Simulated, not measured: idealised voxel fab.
The process module presented herein is designated voxel gate over fins.
For reference, the cross-section in this document is cut, with width 145 nm and square cells of 5 nm.
Cross-section spec: square-cell grid; bands listed top down; each band is one or more rows.
It is stipulated that each band's entry specify, in nanometres, the height of the top of the band and then that of its bottom, followed by the materials of the band in left-to-right sequence, each together with its width in nanometres. A single material marked by the word "throughout" is understood to fill the band from edge to edge; the word "air" is understood to denote empty space.
Where do heights start? At 0: under that level the wafer as delivered is made of one material only. And the lowest band has no floor; it just carries on downward, as in "0 and below".
Width: "30->40" (first number = top row, second number = bottom row, same change from row to row of cells).
No cell of the cross-section changed in a step that is given as "nothing got changed".
The label "Unvented cavities" introduces a list of the empty spaces, 8 cells or larger, that have no open way up to the top; each entry in it reads width x height at distance, where the distance is taken from the left edge and all three are stated in nm.
Formally, on a step line, whatever follows the settings is a remark that the simulator itself makes on the step.
What "overlay nm" on a step's line means: if the step has a mask, that mask lay this far to the right of its planned place, or, when the value is negative, to the left.

The following list gives the planned process steps:
1: RECEIVE, material Si
2: CONFORMAL_DEP, material SiN, thk nm 10
3: MASKED_ETCH, tone cover, mask id FINS, width nm 15, pitch nm 45, etch materials SiN, depth nm 10, overlay nm 0
4: MASKED_ETCH, tone cover, mask id FINS, width nm 15, pitch nm 45, etch materials Si, depth nm 35, overlay nm 0
5: OXIDIZE, depth nm 5
6: FILL_DEP, material SiO2, thk nm 10
7: CMP, height nm 10
8: SELECTIVE_ETCH, etch materials SiO2, depth nm 25
9: STRIP, etch materials SiN
10: CONFORMAL_DEP, material HfO2, thk nm 5
11: CONFORMAL_DEP, material TiN, thk nm 5
12: CONFORMAL_DEP, material TiAl, thk nm 5
13: CONFORMAL_DEP, material TiN, thk nm 5
14: FILL_DEP, material W, thk nm 10
15: CMP, height nm 25
16: CONFORMAL_DEP, material SiCN, thk nm 10

Cross-section of the wafer at receipt, which is the condition after step 1:
* 0 and below | Si throughout
* Unvented cavities: none

Cross-section, end of module. Start: as above. Plan: as above. Execution: one mistake:
* 35 down to 25 | SiCN throughout
* 25 down to 20 | W throughout
* 20 down to 15 | 135 of TiN; 10 of W
* 15 down to 10 | 5 of TiN; 35 of TiAl; 10 of TiN; 35 of TiAl; 10 of TiN; 35 of TiAl; 10 of TiN; 5 of W
* 10 down to 5 | 5 of TiN; 5 of TiAl; 25 of TiN; 10 of TiAl; 5 of TiN; 5 of TiAl; 25 of TiN; 10 of TiAl; 5 of TiN; 5 of TiAl; 25 of TiN; 10 of TiAl; 5 of TiN; 5 of W
* 5 down to 0 | 5 of TiN; 5 of TiAl; 5 of TiN; 15 of HfO2; 10 of TiN; 5 of TiAl; 5 of TiN; 5 of TiAl; 5 of TiN; 15 of HfO2; 10 of TiN; 5 of TiAl; 5 of TiN; 5 of TiAl; 5 of TiN; 15 of HfO2; 10 of TiN; 5 of TiAl; 10 of TiN
* 0 down to -5 | 10 of TiAl; 5 of TiN; 5 of HfO2; 5 of Si; 10 of HfO2; 5 of TiN; 15 of TiAl; 5 of TiN; 5 of HfO2; 5 of Si; 10 of HfO2; 5 of TiN; 15 of TiAl; 5 of TiN; 5 of HfO2; 5 of Si; 10 of HfO2; 5 of TiN; 15 of TiAl
* -5 down to -10 | 15 of TiN; 5 of HfO2; 10 of Si; 5 of HfO2; 25 of TiN; 5 of HfO2; 10 of Si; 5 of HfO2; 25 of TiN; 5 of HfO2; 10 of Si; 5 of HfO2; 20 of TiN
* -10 down to -15 | 20 of HfO2; 10 of Si; 35 of HfO2; 10 of Si; 35 of HfO2; 10 of Si; 25 of HfO2
* -15 down to -40 | 20 of SiO2; 10 of Si; 35 of SiO2; 10 of Si; 35 of SiO2; 10 of Si; 25 of SiO2
* -40 and below | Si throughout
* Unvented cavities: none
Diagnosis: in deviation from the planned setting, step 3 was conducted as MASKED_ETCH, tone cover, mask id FINS, width nm 15, pitch nm 45, etch materials SiN, depth nm 10, overlay nm -5
